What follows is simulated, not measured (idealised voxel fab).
Process module, titled voxel transistor to metal
Section shown: cut. Width: 145 nm. Cell size: 5 nm, square.
The cross-sections in this document take the form of a grid made of square cells. They are written out as bands, in order from top to bottom. Each band consists of one or more rows of cells. A band entry consists of two parts. The first gives the height of the band's top and the height of its bottom, in nm. The rest lists the band's materials from left to right, each with its width in nm. A single material labelled with the word "everywhere" fills the band from edge to edge, and the word "air" marks empty space. Height 0 is the level under which the wafer as received is all one material. The lowest band goes on downwards, as in "from 0 down". With a width like "30 to 40", each row of cells in the band differs from the next by the same amount, the top row carrying the first number and the bottom row the second. The designation "left unchanged", where it is given for a processing step, indicates that no cell of the cross-section was altered in the course of that step. In the "Fully enclosed voids" entry, you get each enclosed empty space of 8 cells or more, one with no open way to the top, written width x height at distance, distance from the left edge, in nm. Step line, after settings: the simulator's comment on this step. The line of a step may include "overlay nm". On a step with a mask, this value is how far to the right of its planned place the mask lay. A negative value means the mask lay to the left.
Steps planned for the process:
1) RECEIVE, material Si
2) CONFORMAL_DEP, material SiO2, thk nm 5
3) CONFORMAL_DEP, material SiN, thk nm 15
4) DIRECTIONAL_DEP, material aC, thk nm 15
5) PATTERN, tone cover, mask id ACTIVE, material resist, width nm 95, thk nm 30, overlay nm 0
6) DIRECTIONAL_ETCH, etch materials aC, depth nm 15
7) STRIP, etch materials resist
8) DIRECTIONAL_ETCH, etch materials SiN, depth nm 15
9) DIRECTIONAL_ETCH, etch materials SiO2, depth nm 5
10) DIRECTIONAL_ETCH, etch materials Si, depth nm 35
11) STRIP, etch materials aC
12) OXIDIZE, depth nm 5
13) FILL_DEP, material SiO2, thk nm 10
14) CMP, height nm 20
15) SELECTIVE_ETCH, etch materials SiO2, depth nm 10
16) STRIP, etch materials SiN
17) SELECTIVE_ETCH, etch materials SiO2, depth nm 5
18) OXIDIZE, depth nm 5
19) DIRECTIONAL_DEP, material polySi, thk nm 30
20) DIRECTIONAL_DEP, material SiCN, thk nm 10
21) DIRECTIONAL_DEP, material aC, thk nm 15
22) PATTERN, tone cover, mask id GATE, material resist, width nm 15, thk nm 35, overlay nm 0
23) DIRECTIONAL_ETCH, etch materials aC, depth nm 15
24) STRIP, etch materials resist
25) DIRECTIONAL_ETCH, etch materials SiCN, depth nm 20
26) DIRECTIONAL_ETCH, etch materials polySi, depth nm 40
27) STRIP, etch materials aC
28) CONFORMAL_DEP, material SiN, thk nm 5
29) DIRECTIONAL_ETCH, etch materials SiN, depth nm 5
30) DIRECTIONAL_ETCH, etch materials SiO2, depth nm 5
31) DIRECTIONAL_ETCH, etch materials Si, depth nm 15
32) EPI, material SiGe, thk nm 20
33) FILL_DEP, material SiO2, thk nm 5
34) CMP, height nm 30
35) STRIP, etch materials polySi
36) SELECTIVE_ETCH, etch materials SiO2, depth nm 5
37) CONFORMAL_DEP, material HfO2, thk nm 5
38) CONFORMAL_DEP, material TiN, thk nm 5
39) FILL_DEP, material W, thk nm 10
40) CMP, height nm 25
41) DIRECTIONAL_DEP, material SiO2, thk nm 10
42) MASKED_ETCH, tone open, mask id CONTACT, width nm 15, pitch nm 70, etch materials SiO2, depth nm 35, overlay nm 0
43) CONFORMAL_DEP, material TiN, thk nm 5
44) FILL_DEP, material Ru, thk nm 10
45) CMP, height nm 35
46) CONFORMAL_DEP, material SiCN, thk nm 5
47) DIRECTIONAL_DEP, material SiO2, thk nm 20
48) MASKED_ETCH, tone open, mask id METAL_1, width nm 15, pitch nm 70, etch materials SiO2, depth nm 20, overlay nm 0
49) MASKED_ETCH, tone open, mask id METAL_1, width nm 15, pitch nm 70, etch materials SiCN, depth nm 5, overlay nm 0
50) CONFORMAL_DEP, material TiN, thk nm 5
51) FILL_DEP, material W, thk nm 5
52) CMP, height nm 60
53) EPI, material Ru, thk nm 5
54) FILL_DEP, material SiCN, thk nm 5
Wafers differ in width nm at step 22; plan lists the first wafer's value; identical starting state.
Cross-section of the first of several received wafers, showing its state after step 1:
	from 0 down: Si everywhere
	Fully enclosed voids: none
Every row in this table is a wafer at the end of the module, and it gives, for each of the materials, the cells that wafer has gained (+) or lost (-) since it was received, then its closed voids:
width nm 15 | +15 HfO2 | +16 Ru | -149 Si | +71 SiCN | +74 SiGe | +12 SiN | +302 SiO2 | +57 TiN | +8 W | Fully enclosed voids: none
width nm 20 | +16 HfO2 | +16 Ru | -146 Si | +71 SiCN | +70 SiGe | +12 SiN | +300 SiO2 | +59 TiN | +8 W | Fully enclosed voids: none
width nm 25 | +17 HfO2 | +16 Ru | -143 Si | +71 SiCN | +66 SiGe | +12 SiN | +298 SiO2 | +57 TiN | +12 W | Fully enclosed voids: none
width nm 30 | +18 HfO2 | +16 Ru | -140 Si | +71 SiCN | +62 SiGe | +12 SiN | +296 SiO2 | +55 TiN | +16 W | Fully enclosed voids: none
width nm 35 | +19 HfO2 | +16 Ru | -137 Si | +71 SiCN | +58 SiGe | +12 SiN | +294 SiO2 | +53 TiN | +20 W | Fully enclosed voids: none
width nm 40 | +20 HfO2 | +16 Ru | -134 Si | +71 SiCN | +54 SiGe | +12 SiN | +289 SiO2 | +54 TiN | +24 W | Fully enclosed voids: none
